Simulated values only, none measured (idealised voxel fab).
The following process module bears the name voxel transistor to metal.
We display cut, a cross-section 290 nm in width whose square cells are each 5 nm.
This document writes a cross-section as a grid whose cells are square, and gives it as bands, listed from the top down; one or more rows of cells form a band.
The entry gives the band's vertical extent as a top height and a bottom height in nm, then its horizontal make-up as materials from left to right, each with a width in nm. "empty" stands for empty space; a single material marked "throughout" fills the band edge to edge.
The level at which height equals 0 is the one under which the wafer, as it arrives, is entirely one material. No lower edge exists for the bottom band, which continues downward and is notated as in "0 -> down".
Width: "30 to 40" (first number = top row, second number = bottom row, same change from row to row of cells).
Step note "identical to before" = no cross-section cell changed.
The entry "Completely enclosed voids" lists the empty spaces that cover at least 8 cells and have no open path to the top. Each is written as width x height at distance, where the distance is measured from the left edge and all three values are in nm.
Note: text after step settings on the step line = simulator remark on that step.
overlay nm: for a step with a mask, the amount by which the mask lay right of where it was planned; a negative amount means left of it.
Process steps (planned):
1,RECEIVE: material Si
2,CONFORMAL_DEP: material SiO2, thk nm 5
3,CONFORMAL_DEP: material SiN, thk nm 10
4,MASKED_ETCH: tone cover, mask id ACTIVE, width nm 115, pitch nm 135, etch materials SiN, depth nm 10, overlay nm 0
5,MASKED_ETCH: tone cover, mask id ACTIVE, width nm 115, pitch nm 135, etch materials SiO2, depth nm 5, overlay nm 0
6,MASKED_ETCH: tone cover, mask id ACTIVE, width nm 115, pitch nm 135, etch materials Si, depth nm 30, overlay nm 0
7,FILL_DEP: material SiO2, thk nm 5
8,CMP: height nm 15
9,SELECTIVE_ETCH: etch materials SiO2, depth nm 5
10,STRIP: etch materials SiN
11,SELECTIVE_ETCH: etch materials SiO2, depth nm 5
12,OXIDIZE: depth nm 5
13,DIRECTIONAL_DEP: material polySi, thk nm 30
14,DIRECTIONAL_DEP: material SiCN, thk nm 10
15,PATTERN: tone cover, mask id GATE, material resist, width nm 35, pitch nm 135, thk nm 20, overlay nm 0
16,DIRECTIONAL_ETCH: etch materials SiCN, depth nm 20
17,DIRECTIONAL_ETCH: etch materials polySi, depth nm 40
18,STRIP: etch materials resist
19,CONFORMAL_DEP: material SiO2, thk nm 5
20,DIRECTIONAL_ETCH: etch materials SiO2, depth nm 5
21,CONFORMAL_DEP: material SiN, thk nm 10
22,DIRECTIONAL_ETCH: etch materials SiN, depth nm 10
23,DIRECTIONAL_ETCH: etch materials SiO2, depth nm 5
24,EPI: material SiGe, thk nm 5
25,FILL_DEP: material SiO2, thk nm 10
26,CMP: height nm 30
27,STRIP: etch materials polySi
28,SELECTIVE_ETCH: etch materials SiO2, depth nm 5
29,CONFORMAL_DEP: material HfO2, thk nm 5
30,CONFORMAL_DEP: material TiN, thk nm 5
31,FILL_DEP: material W, thk nm 10
32,CMP: height nm 25
33,DIRECTIONAL_DEP: material SiO2, thk nm 15
34,PATTERN: tone open, mask id CONTACT, material resist, width nm 15, thk nm 15, overlay nm 0
35,DIRECTIONAL_ETCH: etch materials SiO2, depth nm 40
36,STRIP: etch materials resist
37,CONFORMAL_DEP: material TiN, thk nm 5
38,FILL_DEP: material Ru, thk nm 5
39,CMP: height nm 40
40,DIRECTIONAL_DEP: material TiN, thk nm 5
41,DIRECTIONAL_DEP: material Ru, thk nm 15
42,MASKED_ETCH: tone cover, mask id METAL_1, width nm 15, etch materials Ru, depth nm 15, overlay nm 0
43,MASKED_ETCH: tone cover, mask id METAL_1, width nm 15, etch materials TiN, depth nm 5, overlay nm 0
44,FILL_DEP: material lowk, thk nm 10
45,CMP: height nm 60
46,CONFORMAL_DEP: material SiN, thk nm 5
Cross-section of the wafer at receipt, which is the condition after step 1:
0 -> down  Si throughout
Completely enclosed voids: none
First wafer of two, sectioned at end of module; run went per plan:
65 -> 60  SiN throughout
60 -> 45  lowk=25, Ru=15, lowk=75, Ru=15, lowk=30, Ru=15, lowk=75, Ru=15, lowk=25
45 -> 40  lowk=25, TiN=15, lowk=75, TiN=15, lowk=30, TiN=15, lowk=75, TiN=15, lowk=25
40 -> 25  SiO2=25, TiN=5, Ru=5, TiN=5, SiO2=75, TiN=5, Ru=5, TiN=5, SiO2=30, TiN=5, Ru=5, TiN=5, SiO2=75, TiN=5, Ru=5, TiN=5, SiO2=25
25 -> 10  SiO2=25, TiN=5, Ru=5, TiN=5, SiO2=5, SiN=10, HfO2=5, TiN=5, W=25, TiN=5, HfO2=5, SiN=10, SiO2=5, TiN=5, Ru=5, TiN=5, SiO2=30, TiN=5, Ru=5, TiN=5, SiO2=5, SiN=10, HfO2=5, TiN=5, W=25, TiN=5, HfO2=5, SiN=10, SiO2=5, TiN=5, Ru=5, TiN=5, SiO2=25
10 -> 5  SiO2=25, TiN=15, SiO2=5, SiN=10, HfO2=5, TiN=5, W=25, TiN=5, HfO2=5, SiN=10, SiO2=5, TiN=15, SiO2=30, TiN=15, SiO2=5, SiN=10, HfO2=5, TiN=5, W=25, TiN=5, HfO2=5, SiN=10, SiO2=5, TiN=15, SiO2=25
5 -> 0  SiO2=20, SiN=10, TiN=10, SiO2=5, SiN=10, HfO2=5, TiN=35, HfO2=5, SiN=10, SiO2=5, TiN=10, SiN=10, SiO2=20, SiN=10, TiN=10, SiO2=5, SiN=10, HfO2=5, TiN=35, HfO2=5, SiN=10, SiO2=5, TiN=10, SiN=10, SiO2=20
0 -> -5  SiO2=30, SiGe=15, SiO2=10, HfO2=45, SiO2=10, SiGe=15, SiO2=40, SiGe=15, SiO2=10, HfO2=45, SiO2=10, SiGe=15, SiO2=30
-5 -> -30  SiO2=20, Si=115, SiO2=20, Si=115, SiO2=20
-30 -> down  Si throughout
Completely enclosed voids: none
Presented here is a cross-section of the second of the two wafers as it stood at the end of the module. It was started in the same manner and assigned the same plan as the first wafer; however, one mistake was made in its execution:
65 -> 60  SiN throughout
60 -> 45  lowk=25, Ru=15, lowk=75, Ru=15, lowk=30, Ru=15, lowk=75, Ru=15, lowk=25
45 -> 40  lowk=25, TiN=15, lowk=75, TiN=15, lowk=30, TiN=15, lowk=75, TiN=15, lowk=25
40 -> 25  SiO2=25, TiN=5, Ru=5, TiN=5, SiO2=75, TiN=5, Ru=5, TiN=5, SiO2=30, TiN=5, Ru=5, TiN=5, SiO2=75, TiN=5, Ru=5, TiN=5, SiO2=25
25 -> 10  SiO2=25, TiN=5, Ru=5, TiN=5, SiO2=5, SiN=10, TiN=5, HfO2=5, W=25, HfO2=5, TiN=5, SiN=10, SiO2=5, TiN=5, Ru=5, TiN=5, SiO2=30, TiN=5, Ru=5, TiN=5, SiO2=5, SiN=10, TiN=5, HfO2=5, W=25, HfO2=5, TiN=5, SiN=10, SiO2=5, TiN=5, Ru=5, TiN=5, SiO2=25
10 -> 5  SiO2=25, TiN=15, SiO2=5, SiN=10, TiN=5, HfO2=5, W=25, HfO2=5, TiN=5, SiN=10, SiO2=5, TiN=15, SiO2=30, TiN=15, SiO2=5, SiN=10, TiN=5, HfO2=5, W=25, HfO2=5, TiN=5, SiN=10, SiO2=5, TiN=15, SiO2=25
5 -> 0  SiO2=20, SiN=10, TiN=10, SiO2=5, SiN=10, TiN=5, HfO2=35, TiN=5, SiN=10, SiO2=5, TiN=10, SiN=10, SiO2=20, SiN=10, TiN=10, SiO2=5, SiN=10, TiN=5, HfO2=35, TiN=5, SiN=10, SiO2=5, TiN=10, SiN=10, SiO2=20
0 -> -5  SiO2=30, SiGe=15, SiO2=10, TiN=45, SiO2=10, SiGe=15, SiO2=40, SiGe=15, SiO2=10, TiN=45, SiO2=10, SiGe=15, SiO2=30
-5 -> -30  SiO2=20, Si=115, SiO2=20, Si=115, SiO2=20
-30 -> down  Si throughout
Completely enclosed voids: none
Run error: plan steps 29 and 30 run swapped
Final tally in cells, some materials are higher or lower on the second wafer than on the first: HfO2: 8 fewer; TiN: 8 more
